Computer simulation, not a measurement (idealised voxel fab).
process module | voxel ribs on slabs
cross-section cut | 235 nm wide | cells 5 nm
A cross-section is a grid of square cells, given in bands from the top down. A band is one or more rows of cells.
Each band's line starts with the height of the band's top and of its bottom, in nm. Then come its materials from left to right, each with its width in nm. One material with "throughout" fills the band from edge to edge. "air" is empty space.
Height 0 is the level under which the wafer as received is all one material. The lowest band goes on downwards, as in "0 down".
A width such as "30 to 40" changes by the same amount from each row of cells to the next, from the band's top row to its bottom row.
"no change" after a step means that no cell of the cross-section changed.
closed voids: empty space of 8 cells or more with no open way to the top, each as width x height at its distance from the left edge, in nm
after a step's settings: what the simulator itself notes on the step
overlay nm, on a step with a mask: how far to the right of its planned place the mask lay; to the left if negative
plan
1 op RECEIVE | material Si
2 op DIRECTIONAL_DEP | material SiO2 | thk nm 30
3 op DIRECTIONAL_DEP | material SiN | thk nm 20
4 op PATTERN | tone cover | mask id RIB | material resist | width nm 20 | thk nm 20 | overlay nm 0
5 op DIRECTIONAL_ETCH | etch materials SiN | depth nm 10
6 op STRIP | etch materials resist
7 op PATTERN | tone cover | mask id SLAB | material resist | width nm 50 | thk nm 20 | overlay nm 0
8 op DIRECTIONAL_ETCH | etch materials SiN | depth nm 10
9 op STRIP | etch materials resist
10 op FILL_DEP | material SiO2 | thk nm 15
11 op CMP | height nm 60
12 op DIRECTIONAL_DEP | material TiN | thk nm 10
13 op DIRECTIONAL_DEP | material aC | thk nm 10
14 op PATTERN | tone cover | mask id HEATER | material resist | width nm 30 | thk nm 30 | overlay nm 0
15 op DIRECTIONAL_ETCH | etch materials aC | depth nm 10
16 op STRIP | etch materials resist
17 op DIRECTIONAL_ETCH | etch materials TiN | depth nm 10
18 op STRIP | etch materials aC
19 op CONFORMAL_DEP | material SiN | thk nm 5
as received, after step 1
  0 down: Si throughout
  closed voids: none
first wafer at the end, as planned
  75 to 70: air 95 | SiN 40 | air 100
  70 to 65: air 95 | SiN 5 | TiN 30 | SiN 5 | air 100
  65 to 60: SiN 100 | TiN 30 | SiN 105
  60 to 50: SiO2 throughout
  50 to 40: SiO2 105 | SiN 20 | SiO2 110
  40 to 30: SiO2 90 | SiN 50 | SiO2 95
  30 to 0: SiO2 throughout
  0 down: Si throughout
  closed voids: none
second wafer at the end: like start, like plan, one mistake
  75 to 70: air 90 | SiN 40 | air 105
  70 to 65: air 90 | SiN 5 | TiN 30 | SiN 5 | air 105
  65 to 60: SiN 95 | TiN 30 | SiN 110
  60 to 50: SiO2 throughout
  50 to 40: SiO2 105 | SiN 20 | SiO2 110
  40 to 30: SiO2 90 | SiN 50 | SiO2 95
  30 to 0: SiO2 throughout
  0 down: Si throughout
  closed voids: none
what went wrong: step 14 ran as: op PATTERN | tone cover | mask id HEATER | material resist | width nm 30 | thk nm 30 | overlay nm -5
at the end the second wafer has, in cells: as many of each material as the first, in other places
